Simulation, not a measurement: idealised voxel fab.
process module | voxel ribs on slabs
cross-section cut | 170 nm wide | cells 5 nm
A cross-section is a grid of square cells, given in bands from the top down. A band is one or more rows of cells.
Each band's line starts with the height of the band's top and of its bottom, in nm. Then come its materials from left to right, each with its width in nm. One material with "throughout" fills the band from edge to edge. "air" is empty space.
Height 0 is the level under which the wafer as received is all one material. The lowest band goes on downwards, as in "0 down".
A width such as "30 to 40" changes by the same amount from each row of cells to the next, from the band's top row to its bottom row.
"no change" after a step means that no cell of the cross-section changed.
closed voids: empty space of 8 cells or more with no open way to the top, each as width x height at its distance from the left edge, in nm
after a step's settings: what the simulator itself notes on the step
overlay nm, on a step with a mask: how far to the right of its planned place the mask lay; to the left if negative
Each pair below shows a cross-section before one step and the cross-section after it, down to the lowest band that changed. The line under each pair gives the step between them, with its settings. The pairs can come from different runs of this module on the same starting wafer, so a pair continues from the pair above only where its "before" says so.
before
  0 down: Si throughout
  closed voids: none
after
  30 to 0: SiO2 throughout
  below 0: unchanged
  closed voids: none
the step between: op DIRECTIONAL_DEP | material SiO2 | thk nm 30
before: the cross-section after the pair above
after
  55 to 30: polySi throughout
  below 30: unchanged
  closed voids: none
the step between: op DIRECTIONAL_DEP | material polySi | thk nm 25
before: the cross-section after the pair above
after
  65 to 55: aC throughout
  below 55: unchanged
  closed voids: none
the step between: op DIRECTIONAL_DEP | material aC | thk nm 10
before: the cross-section after the pair above
after
  95 to 65: air 70 | resist 25 | air 75
  below 65: unchanged
  closed voids: none
the step between: op PATTERN | tone cover | mask id RIB | material resist | width nm 25 | thk nm 30 | overlay nm 0
before: the cross-section after the pair above
after
  85 to 65: air 70 | resist 25 | air 75
  65 to 55: air 70 | aC 25 | air 75
  below 55: unchanged
  closed voids: none
the step between: op DIRECTIONAL_ETCH | etch materials aC | depth nm 10
before: the cross-section after the pair above
after
  65 to 55: air 70 | aC 25 | air 75
  below 55: unchanged
  closed voids: none
the step between: op STRIP | etch materials resist
before: the cross-section after the pair above
after
  65 to 55: air 70 | aC 25 | air 75
  55 to 45: air 70 | polySi 25 | air 75
  below 45: unchanged
  closed voids: none
the step between: op DIRECTIONAL_ETCH | etch materials polySi | depth nm 10
before: the cross-section after the pair above
after
  55 to 45: air 70 | polySi 25 | air 75
  below 45: unchanged
  closed voids: none
the step between: op STRIP | etch materials aC
before: the cross-section after the pair above
after
  55 to 45: air 70 | polySi 25 | air 75
  45 to 30: air 55 | polySi 55 | air 60
  below 30: unchanged
  closed voids: none
the step between: op MASKED_ETCH | tone cover | mask id SLAB | width nm 55 | etch materials polySi | depth nm 15 | overlay nm 0
before: the cross-section after the pair above
after
  80 to 55: SiO2 throughout
  55 to 45: SiO2 70 | polySi 25 | SiO2 75
  45 to 30: SiO2 55 | polySi 55 | SiO2 60
  below 30: unchanged
  closed voids: none
the step between: op FILL_DEP | material SiO2 | thk nm 25
before: the cross-section after the pair above
after
  75 to 55: SiO2 throughout
  below 55: unchanged
  closed voids: none
the step between: op CMP | height nm 75
before: the cross-section after the pair above
after
  85 to 75: W throughout
  below 75: unchanged
  closed voids: none
the step between: op DIRECTIONAL_DEP | material W | thk nm 10
before: the cross-section after the pair above
after
  100 to 85: aC throughout
  below 85: unchanged
  closed voids: none
the step between: op DIRECTIONAL_DEP | material aC | thk nm 15
before: the cross-section after the pair above
after
  130 to 100: air 65 | resist 35 | air 70
  below 100: unchanged
  closed voids: none
the step between: op PATTERN | tone cover | mask id HEATER | material resist | width nm 35 | thk nm 30 | overlay nm 0
before: the cross-section after the pair above
after
  115 to 100: air 65 | resist 35 | air 70
  100 to 85: air 65 | aC 35 | air 70
  below 85: unchanged
  closed voids: none
the step between: op DIRECTIONAL_ETCH | etch materials aC | depth nm 15
before: the cross-section after the pair above
after
  100 to 85: air 65 | aC 35 | air 70
  below 85: unchanged
  closed voids: none
the step between: op STRIP | etch materials resist
before: the cross-section after the pair above
after
  100 to 85: air 65 | aC 35 | air 70
  85 to 75: air 65 | W 35 | air 70
  below 75: unchanged
  closed voids: none
the step between: op DIRECTIONAL_ETCH | etch materials W | depth nm 10
before: the cross-section after the pair above
after
  85 to 75: air 65 | W 35 | air 70
  below 75: unchanged
  closed voids: none
the step between: op STRIP | etch materials aC
before: the cross-section after the pair above
after
  90 to 85: air 60 | SiO2 45 | air 65
  85 to 80: air 60 | SiO2 5 | W 35 | SiO2 5 | air 65
  80 to 75: SiO2 65 | W 35 | SiO2 70
  below 75: unchanged
  closed voids: none
the step between: op CONFORMAL_DEP | material SiO2 | thk nm 5
before
  30 to 0: SiO2 throughout
  0 down: Si throughout
  closed voids: none
after
  60 to 0: SiO2 throughout
  below 0: unchanged
  closed voids: none
the step between: op DIRECTIONAL_DEP | material SiO2 | thk nm 30
before: the cross-section after the pair above
after
  85 to 60: polySi throughout
  below 60: unchanged
  closed voids: none
the step between: op DIRECTIONAL_DEP | material polySi | thk nm 25
before: the cross-section after the pair above
after
  95 to 85: aC throughout
  below 85: unchanged
  closed voids: none
the step between: op DIRECTIONAL_DEP | material aC | thk nm 10
before: the cross-section after the pair above
after
  125 to 95: air 70 | resist 25 | air 75
  below 95: unchanged
  closed voids: none
the step between: op PATTERN | tone cover | mask id RIB | material resist | width nm 25 | thk nm 30 | overlay nm 0
before: the cross-section after the pair above
after
  115 to 95: air 70 | resist 25 | air 75
  95 to 85: air 70 | aC 25 | air 75
  below 85: unchanged
  closed voids: none
the step between: op DIRECTIONAL_ETCH | etch materials aC | depth nm 10
before: the cross-section after the pair above
after
  95 to 85: air 70 | aC 25 | air 75
  below 85: unchanged
  closed voids: none
the step between: op STRIP | etch materials resist
before: the cross-section after the pair above
after
  95 to 85: air 70 | aC 25 | air 75
  85 to 75: air 70 | polySi 25 | air 75
  below 75: unchanged
  closed voids: none
the step between: op DIRECTIONAL_ETCH | etch materials polySi | depth nm 10
before: the cross-section after the pair above
after
  85 to 75: air 70 | polySi 25 | air 75
  below 75: unchanged
  closed voids: none
the step between: op STRIP | etch materials aC
before: the cross-section after the pair above
after
  85 to 75: air 70 | polySi 25 | air 75
  75 to 60: air 55 | polySi 55 | air 60
  below 60: unchanged
  closed voids: none
the step between: op MASKED_ETCH | tone cover | mask id SLAB | width nm 55 | etch materials polySi | depth nm 15 | overlay nm 0
before: the cross-section after the pair above
after
  110 to 85: SiO2 throughout
  85 to 75: SiO2 70 | polySi 25 | SiO2 75
  75 to 60: SiO2 55 | polySi 55 | SiO2 60
  below 60: unchanged
  closed voids: none
the step between: op FILL_DEP | material SiO2 | thk nm 25
before: the cross-section after the pair above
after
  75 to 60: SiO2 55 | polySi 55 | SiO2 60
  below 60: unchanged
  closed voids: none
the step between: op CMP | height nm 75
before: the cross-section after the pair above
after
  85 to 75: W throughout
  below 75: unchanged
  closed voids: none
the step between: op DIRECTIONAL_DEP | material W | thk nm 10
before: the cross-section after the pair above
after
  100 to 85: aC throughout
  below 85: unchanged
  closed voids: none
the step between: op DIRECTIONAL_DEP | material aC | thk nm 15
before: the cross-section after the pair above
after
  130 to 100: air 65 | resist 35 | air 70
  below 100: unchanged
  closed voids: none
the step between: op PATTERN | tone cover | mask id HEATER | material resist | width nm 35 | thk nm 30 | overlay nm 0
before: the cross-section after the pair above
after
  115 to 100: air 65 | resist 35 | air 70
  100 to 85: air 65 | aC 35 | air 70
  below 85: unchanged
  closed voids: none
the step between: op DIRECTIONAL_ETCH | etch materials aC | depth nm 15
before: the cross-section after the pair above
after
  100 to 85: air 65 | aC 35 | air 70
  below 85: unchanged
  closed voids: none
the step between: op STRIP | etch materials resist
before: the cross-section after the pair above
after
  100 to 85: air 65 | aC 35 | air 70
  85 to 75: air 65 | W 35 | air 70
  below 75: unchanged
  closed voids: none
the step between: op DIRECTIONAL_ETCH | etch materials W | depth nm 10
before: the cross-section after the pair above
after
  85 to 75: air 65 | W 35 | air 70
  below 75: unchanged
  closed voids: none
the step between: op STRIP | etch materials aC
before: the cross-section after the pair above
after
  90 to 85: air 60 | SiO2 45 | air 65
  85 to 80: air 60 | SiO2 5 | W 35 | SiO2 5 | air 65
  80 to 75: SiO2 65 | W 35 | SiO2 70
  below 75: unchanged
  closed voids: none
the step between: op CONFORMAL_DEP | material SiO2 | thk nm 5
before
  0 down: Si throughout
  closed voids: none
after
  25 to 0: polySi throughout
  below 0: unchanged
  closed voids: none
the step between: op DIRECTIONAL_DEP | material polySi | thk nm 25
before: the cross-section after the pair above
after
  55 to 25: SiO2 throughout
  below 25: unchanged
  closed voids: none
the step between: op DIRECTIONAL_DEP | material SiO2 | thk nm 30
before: the cross-section after the pair above
after
  65 to 55: aC throughout
  below 55: unchanged
  closed voids: none
the step between: op DIRECTIONAL_DEP | material aC | thk nm 10
before: the cross-section after the pair above
after
  95 to 65: air 70 | resist 25 | air 75
  below 65: unchanged
  closed voids: none
the step between: op PATTERN | tone cover | mask id RIB | material resist | width nm 25 | thk nm 30 | overlay nm 0
before: the cross-section after the pair above
after
  85 to 65: air 70 | resist 25 | air 75
  65 to 55: air 70 | aC 25 | air 75
  below 55: unchanged
  closed voids: none
the step between: op DIRECTIONAL_ETCH | etch materials aC | depth nm 10
before: the cross-section after the pair above
after
  65 to 55: air 70 | aC 25 | air 75
  below 55: unchanged
  closed voids: none
the step between: op STRIP | etch materials resist
before: the cross-section after the pair above
after
  55 to 25: SiO2 throughout
  below 25: unchanged
  closed voids: none
the step between: op STRIP | etch materials aC
before: the cross-section after the pair above
after
  80 to 25: SiO2 throughout
  below 25: unchanged
  closed voids: none
the step between: op FILL_DEP | material SiO2 | thk nm 25
before: the cross-section after the pair above
after
  75 to 25: SiO2 throughout
  below 25: unchanged
  closed voids: none
the step between: op CMP | height nm 75
before: the cross-section after the pair above
after
  85 to 75: W throughout
  below 75: unchanged
  closed voids: none
the step between: op DIRECTIONAL_DEP | material W | thk nm 10
before: the cross-section after the pair above
after
  100 to 85: aC throughout
  below 85: unchanged
  closed voids: none
the step between: op DIRECTIONAL_DEP | material aC | thk nm 15
before: the cross-section after the pair above
after
  130 to 100: air 65 | resist 35 | air 70
  below 100: unchanged
  closed voids: none
the step between: op PATTERN | tone cover | mask id HEATER | material resist | width nm 35 | thk nm 30 | overlay nm 0
before: the cross-section after the pair above
after
  115 to 100: air 65 | resist 35 | air 70
  100 to 85: air 65 | aC 35 | air 70
  below 85: unchanged
  closed voids: none
the step between: op DIRECTIONAL_ETCH | etch materials aC | depth nm 15
before: the cross-section after the pair above
after
  100 to 85: air 65 | aC 35 | air 70
  below 85: unchanged
  closed voids: none
the step between: op STRIP | etch materials resist
before: the cross-section after the pair above
after
  100 to 85: air 65 | aC 35 | air 70
  85 to 75: air 65 | W 35 | air 70
  below 75: unchanged
  closed voids: none
the step between: op DIRECTIONAL_ETCH | etch materials W | depth nm 10
before: the cross-section after the pair above
after
  85 to 75: air 65 | W 35 | air 70
  below 75: unchanged
  closed voids: none
the step between: op STRIP | etch materials aC
before: the cross-section after the pair above
after
  90 to 85: air 60 | SiO2 45 | air 65
  85 to 80: air 60 | SiO2 5 | W 35 | SiO2 5 | air 65
  80 to 75: SiO2 65 | W 35 | SiO2 70
  below 75: unchanged
  closed voids: none
the step between: op CONFORMAL_DEP | material SiO2 | thk nm 5
before
  0 down: Si throughout
  closed voids: none
after
  35 to 0: SiO2 throughout
  below 0: unchanged
  closed voids: none
the step between: op DIRECTIONAL_DEP | material SiO2 | thk nm 35
before: the cross-section after the pair above
after
  60 to 35: polySi throughout
  below 35: unchanged
  closed voids: none
the step between: op DIRECTIONAL_DEP | material polySi | thk nm 25
before: the cross-section after the pair above
after
  70 to 60: aC throughout
  below 60: unchanged
  closed voids: none
the step between: op DIRECTIONAL_DEP | material aC | thk nm 10
before: the cross-section after the pair above
after
  100 to 70: air 70 | resist 25 | air 75
  below 70: unchanged
  closed voids: none
the step between: op PATTERN | tone cover | mask id RIB | material resist | width nm 25 | thk nm 30 | overlay nm 0
before: the cross-section after the pair above
after
  90 to 70: air 70 | resist 25 | air 75
  70 to 60: air 70 | aC 25 | air 75
  below 60: unchanged
  closed voids: none
the step between: op DIRECTIONAL_ETCH | etch materials aC | depth nm 10
before: the cross-section after the pair above
after
  70 to 60: air 70 | aC 25 | air 75
  below 60: unchanged
  closed voids: none
the step between: op STRIP | etch materials resist
before: the cross-section after the pair above
after
  70 to 60: air 70 | aC 25 | air 75
  60 to 50: air 70 | polySi 25 | air 75
  below 50: unchanged
  closed voids: none
the step between: op DIRECTIONAL_ETCH | etch materials polySi | depth nm 10
before: the cross-section after the pair above
after
  60 to 50: air 70 | polySi 25 | air 75
  below 50: unchanged
  closed voids: none
the step between: op STRIP | etch materials aC
before: the cross-section after the pair above
after
  60 to 50: air 70 | polySi 25 | air 75
  50 to 35: air 55 | polySi 55 | air 60
  below 35: unchanged
  closed voids: none
the step between: op MASKED_ETCH | tone cover | mask id SLAB | width nm 55 | etch materials polySi | depth nm 15 | overlay nm 0
before: the cross-section after the pair above
after
  85 to 60: SiO2 throughout
  60 to 50: SiO2 70 | polySi 25 | SiO2 75
  50 to 35: SiO2 55 | polySi 55 | SiO2 60
  below 35: unchanged
  closed voids: none
the step between: op FILL_DEP | material SiO2 | thk nm 25
before: the cross-section after the pair above
after
  75 to 60: SiO2 throughout
  below 60: unchanged
  closed voids: none
the step between: op CMP | height nm 75
before: the cross-section after the pair above
after
  85 to 75: W throughout
  below 75: unchanged
  closed voids: none
the step between: op DIRECTIONAL_DEP | material W | thk nm 10
before: the cross-section after the pair above
after
  100 to 85: aC throughout
  below 85: unchanged
  closed voids: none
the step between: op DIRECTIONAL_DEP | material aC | thk nm 15
before: the cross-section after the pair above
after
  130 to 100: air 65 | resist 35 | air 70
  below 100: unchanged
  closed voids: none
the step between: op PATTERN | tone cover | mask id HEATER | material resist | width nm 35 | thk nm 30 | overlay nm 0
before: the cross-section after the pair above
after
  115 to 100: air 65 | resist 35 | air 70
  100 to 85: air 65 | aC 35 | air 70
  below 85: unchanged
  closed voids: none
the step between: op DIRECTIONAL_ETCH | etch materials aC | depth nm 15
before: the cross-section after the pair above
after
  100 to 85: air 65 | aC 35 | air 70
  below 85: unchanged
  closed voids: none
the step between: op STRIP | etch materials resist
before: the cross-section after the pair above
after
  100 to 85: air 65 | aC 35 | air 70
  85 to 75: air 65 | W 35 | air 70
  below 75: unchanged
  closed voids: none
the step between: op DIRECTIONAL_ETCH | etch materials W | depth nm 10
before: the cross-section after the pair above
after
  85 to 75: air 65 | W 35 | air 70
  below 75: unchanged
  closed voids: none
the step between: op STRIP | etch materials aC
before: the cross-section after the pair above
after
  90 to 85: air 60 | SiO2 45 | air 65
  85 to 80: air 60 | SiO2 5 | W 35 | SiO2 5 | air 65
  80 to 75: SiO2 65 | W 35 | SiO2 70
  below 75: unchanged
  closed voids: none
the step between: op CONFORMAL_DEP | material SiO2 | thk nm 5
before
  55 to 45: air 70 | polySi 25 | air 75
  45 to 30: polySi throughout
  30 to 0: SiO2 throughout
  0 down: Si throughout
  closed voids: none
after
  55 to 45: air 70 | polySi 25 | air 75
  45 to 30: air 60 | polySi 45 | air 65
  below 30: unchanged
  closed voids: none
the step between: op MASKED_ETCH | tone cover | mask id SLAB | width nm 45 | etch materials polySi | depth nm 15 | overlay nm 0
before: the cross-section after the pair above
after
  80 to 55: SiO2 throughout
  55 to 45: SiO2 70 | polySi 25 | SiO2 75
  45 to 30: SiO2 60 | polySi 45 | SiO2 65
  below 30: unchanged
  closed voids: none
the step between: op FILL_DEP | material SiO2 | thk nm 25
before: the cross-section after the pair above
after
  75 to 55: SiO2 throughout
  below 55: unchanged
  closed voids: none
the step between: op CMP | height nm 75
before: the cross-section after the pair above
after
  85 to 75: W throughout
  below 75: unchanged
  closed voids: none
the step between: op DIRECTIONAL_DEP | material W | thk nm 10
before: the cross-section after the pair above
after
  100 to 85: aC throughout
  below 85: unchanged
  closed voids: none
the step between: op DIRECTIONAL_DEP | material aC | thk nm 15
before: the cross-section after the pair above
after
  130 to 100: air 65 | resist 35 | air 70
  below 100: unchanged
  closed voids: none
the step between: op PATTERN | tone cover | mask id HEATER | material resist | width nm 35 | thk nm 30 | overlay nm 0
before: the cross-section after the pair above
after
  115 to 100: air 65 | resist 35 | air 70
  100 to 85: air 65 | aC 35 | air 70
  below 85: unchanged
  closed voids: none
the step between: op DIRECTIONAL_ETCH | etch materials aC | depth nm 15
before: the cross-section after the pair above
after
  100 to 85: air 65 | aC 35 | air 70
  below 85: unchanged
  closed voids: none
the step between: op STRIP | etch materials resist
before: the cross-section after the pair above
after
  100 to 85: air 65 | aC 35 | air 70
  85 to 75: air 65 | W 35 | air 70
  below 75: unchanged
  closed voids: none
the step between: op DIRECTIONAL_ETCH | etch materials W | depth nm 10
before: the cross-section after the pair above
after
  85 to 75: air 65 | W 35 | air 70
  below 75: unchanged
  closed voids: none
the step between: op STRIP | etch materials aC
before: the cross-section after the pair above
after
  90 to 85: air 60 | SiO2 45 | air 65
  85 to 80: air 60 | SiO2 5 | W 35 | SiO2 5 | air 65
  80 to 75: SiO2 65 | W 35 | SiO2 70
  below 75: unchanged
  closed voids: none
the step between: op CONFORMAL_DEP | material SiO2 | thk nm 5
before
  100 to 85: aC throughout
  85 to 75: W throughout
  75 to 55: SiO2 throughout
  55 to 45: SiO2 70 | polySi 25 | SiO2 75
  45 to 30: SiO2 55 | polySi 55 | SiO2 60
  30 to 0: SiO2 throughout
  0 down: Si throughout
  closed voids: none
after
  130 to 100: air 55 | resist 35 | air 80
  below 100: unchanged
  closed voids: none
the step between: op PATTERN | tone cover | mask id HEATER | material resist | width nm 35 | thk nm 30 | overlay nm -10
before: the cross-section after the pair above
after
  115 to 100: air 55 | resist 35 | air 80
  100 to 85: air 55 | aC 35 | air 80
  below 85: unchanged
  closed voids: none
the step between: op DIRECTIONAL_ETCH | etch materials aC | depth nm 15
before: the cross-section after the pair above
after
  100 to 85: air 55 | aC 35 | air 80
  below 85: unchanged
  closed voids: none
the step between: op STRIP | etch materials resist
before: the cross-section after the pair above
after
  100 to 85: air 55 | aC 35 | air 80
  85 to 75: air 55 | W 35 | air 80
  below 75: unchanged
  closed voids: none
the step between: op DIRECTIONAL_ETCH | etch materials W | depth nm 10
before: the cross-section after the pair above
after
  85 to 75: air 55 | W 35 | air 80
  below 75: unchanged
  closed voids: none
the step between: op STRIP | etch materials aC
before: the cross-section after the pair above
after
  90 to 85: air 50 | SiO2 45 | air 75
  85 to 80: air 50 | SiO2 5 | W 35 | SiO2 5 | air 75
  80 to 75: SiO2 55 | W 35 | SiO2 80
  below 75: unchanged
  closed voids: none
the step between: op CONFORMAL_DEP | material SiO2 | thk nm 5
before
  75 to 55: SiO2 throughout
  55 to 45: SiO2 70 | polySi 25 | SiO2 75
  45 to 30: SiO2 55 | polySi 55 | SiO2 60
  30 to 0: SiO2 throughout
  0 down: Si throughout
  closed voids: none
after
  85 to 75: polySi throughout
  below 75: unchanged
  closed voids: none
the step between: op DIRECTIONAL_DEP | material polySi | thk nm 10
before: the cross-section after the pair above
after
  100 to 85: aC throughout
  below 85: unchanged
  closed voids: none
the step between: op DIRECTIONAL_DEP | material aC | thk nm 15
before: the cross-section after the pair above
after
  130 to 100: air 65 | resist 35 | air 70
  below 100: unchanged
  closed voids: none
the step between: op PATTERN | tone cover | mask id HEATER | material resist | width nm 35 | thk nm 30 | overlay nm 0
before: the cross-section after the pair above
after
  115 to 100: air 65 | resist 35 | air 70
  100 to 85: air 65 | aC 35 | air 70
  below 85: unchanged
  closed voids: none
the step between: op DIRECTIONAL_ETCH | etch materials aC | depth nm 15
before: the cross-section after the pair above
after
  100 to 85: air 65 | aC 35 | air 70
  below 85: unchanged
  closed voids: none
the step between: op STRIP | etch materials resist
before: the cross-section after the pair above
after
  85 to 75: polySi throughout
  below 75: unchanged
  closed voids: none
the step between: op STRIP | etch materials aC
before: the cross-section after the pair above
after
  90 to 85: SiO2 throughout
  below 85: unchanged
  closed voids: none
the step between: op CONFORMAL_DEP | material SiO2 | thk nm 5
before
  65 to 55: aC throughout
  55 to 30: polySi throughout
  30 to 0: SiO2 throughout
  0 down: Si throughout
  closed voids: none
after
  95 to 65: resist 70 | air 25 | resist 75
  below 65: unchanged
  closed voids: none
the step between: op PATTERN | tone open | mask id RIB | material resist | width nm 25 | thk nm 30 | overlay nm 0
before: the cross-section after the pair above
after
  85 to 65: resist 70 | air 25 | resist 75
  65 to 55: aC 70 | air 25 | aC 75
  below 55: unchanged
  closed voids: none
the step between: op DIRECTIONAL_ETCH | etch materials aC | depth nm 10
before: the cross-section after the pair above
after
  65 to 55: aC 70 | air 25 | aC 75
  below 55: unchanged
  closed voids: none
the step between: op STRIP | etch materials resist
before: the cross-section after the pair above
after
  65 to 55: aC 70 | air 25 | aC 75
  55 to 45: polySi 70 | air 25 | polySi 75
  below 45: unchanged
  closed voids: none
the step between: op DIRECTIONAL_ETCH | etch materials polySi | depth nm 10
before: the cross-section after the pair above
after
  55 to 45: polySi 70 | air 25 | polySi 75
  below 45: unchanged
  closed voids: none
the step between: op STRIP | etch materials aC
before: the cross-section after the pair above
after
  55 to 45: air 55 | polySi 15 | air 25 | polySi 15 | air 60
  45 to 40: air 55 | polySi 55 | air 60
  below 40: unchanged
  closed voids: none
the step between: op MASKED_ETCH | tone cover | mask id SLAB | width nm 55 | etch materials polySi | depth nm 15 | overlay nm 0
before: the cross-section after the pair above
after
  80 to 55: SiO2 throughout
  55 to 45: SiO2 55 | polySi 15 | SiO2 25 | polySi 15 | SiO2 60
  45 to 40: SiO2 55 | polySi 55 | SiO2 60
  below 40: unchanged
  closed voids: none
the step between: op FILL_DEP | material SiO2 | thk nm 25
before: the cross-section after the pair above
after
  75 to 55: SiO2 throughout
  below 55: unchanged
  closed voids: none
the step between: op CMP | height nm 75
before: the cross-section after the pair above
after
  85 to 75: W throughout
  below 75: unchanged
  closed voids: none
the step between: op DIRECTIONAL_DEP | material W | thk nm 10
before: the cross-section after the pair above
after
  100 to 85: aC throughout
  below 85: unchanged
  closed voids: none
the step between: op DIRECTIONAL_DEP | material aC | thk nm 15
before: the cross-section after the pair above
after
  130 to 100: air 65 | resist 35 | air 70
  below 100: unchanged
  closed voids: none
the step between: op PATTERN | tone cover | mask id HEATER | material resist | width nm 35 | thk nm 30 | overlay nm 0
before: the cross-section after the pair above
after
  115 to 100: air 65 | resist 35 | air 70
  100 to 85: air 65 | aC 35 | air 70
  below 85: unchanged
  closed voids: none
the step between: op DIRECTIONAL_ETCH | etch materials aC | depth nm 15
before: the cross-section after the pair above
after
  100 to 85: air 65 | aC 35 | air 70
  below 85: unchanged
  closed voids: none
the step between: op STRIP | etch materials resist
before: the cross-section after the pair above
after
  100 to 85: air 65 | aC 35 | air 70
  85 to 75: air 65 | W 35 | air 70
  below 75: unchanged
  closed voids: none
the step between: op DIRECTIONAL_ETCH | etch materials W | depth nm 10
before: the cross-section after the pair above
after
  85 to 75: air 65 | W 35 | air 70
  below 75: unchanged
  closed voids: none
the step between: op STRIP | etch materials aC
before: the cross-section after the pair above
after
  90 to 85: air 60 | SiO2 45 | air 65
  85 to 80: air 60 | SiO2 5 | W 35 | SiO2 5 | air 65
  80 to 75: SiO2 65 | W 35 | SiO2 70
  below 75: unchanged
  closed voids: none
the step between: op CONFORMAL_DEP | material SiO2 | thk nm 5
